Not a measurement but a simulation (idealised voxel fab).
Process module heading - voxel self aligned vias
It is cross-section cut that appears here, measuring 280 nm in width, its square cells being 5 nm in size.
Cross-section format: a grid of square cells, given as bands from top to bottom; each band is one or more rows of cells. First you get the band's top height and its bottom height, in nm, and then the materials it's made of, left to right, with each width in nm. If you see a single material with "full width", that one covers the band edge to edge. "blank" is empty space. Below 0: as-received wafer, all one material; heights counted from there. Lowest band: no bottom, goes on down, written "z 0 and below". A two-number width, for instance "30..40", indicates that the width is equal to the first number in the top row of the band and to the second number in the bottom row, and that it changes by a constant amount per row of cells. Where a step carries "no alteration", the cross-section came out of it unchanged, cell for cell. So "Enclosed void entries" is basically the list of trapped voids: any empty space of 8 cells or more that can't reach the top through an opening. They're written width x height at distance, the distance being from the left edge, and it's all nm. What comes after the settings on a step's line is commentary from the simulator itself on that step. The "overlay nm" setting may appear on a step's line; for a step that uses a mask, it gives how far to the right of its planned position the mask lay, and a negative value indicates the left.

# Process steps (planned)
1. RECEIVE,material Si
2. CONFORMAL_DEP,material SiO2,thk nm 15
3. CONFORMAL_DEP,material SiCN,thk nm 5
4. DIRECTIONAL_DEP,material SiO2,thk nm 30
5. PATTERN,tone open,mask id LINES,material resist,width nm 30,pitch nm 70,thk nm 20,overlay nm 0
6. DIRECTIONAL_ETCH,etch materials SiO2,depth nm 30
7. STRIP,etch materials resist
8. CONFORMAL_DEP,material TiN,thk nm 5
9. FILL_DEP,material Ru,thk nm 5
10. CMP,height nm 50
11. SELECTIVE_ETCH,etch materials W Ru TiN,depth nm 10
12. FILL_DEP,material SiN,thk nm 5
13. CMP,height nm 50
14. DIRECTIONAL_DEP,material SiO2,thk nm 15
15. MASKED_ETCH,tone open,mask id VIAS,width nm 50,pitch nm 70,etch materials SiO2,depth nm 15,overlay nm 0
16. MASKED_ETCH,tone open,mask id VIAS,width nm 50,pitch nm 70,etch materials SiN,depth nm 10,overlay nm 0
17. CONFORMAL_DEP,material TiN,thk nm 5
18. FILL_DEP,material Ru,thk nm 5
19. CMP,height nm 65
20. CONFORMAL_DEP,material SiN,thk nm 5

# Shown in cross-section is the wafer as received, that is, as it stands after step 1
	z 0 and below: Si full width
	Enclosed void entries: none

# a wafer at the end: this start, this plan, one mistake
	z 70 to 65: SiN full width
	z 65 to 55: SiO2=45; TiN=5; Ru=40; TiN=5; SiO2=20; TiN=5; Ru=40; TiN=5; SiO2=20; TiN=5; Ru=40; TiN=5; SiO2=45
	z 55 to 50: SiO2=45; TiN=50; SiO2=20; TiN=50; SiO2=20; TiN=50; SiO2=45
	z 50 to 45: SiCN full width
	z 45 to 0: SiO2 full width
	z 0 and below: Si full width
	Enclosed void entries: none
Deviation noted in wafer processing: the processing plan was not followed for steps 3 and 4, which were run with their positions exchanged
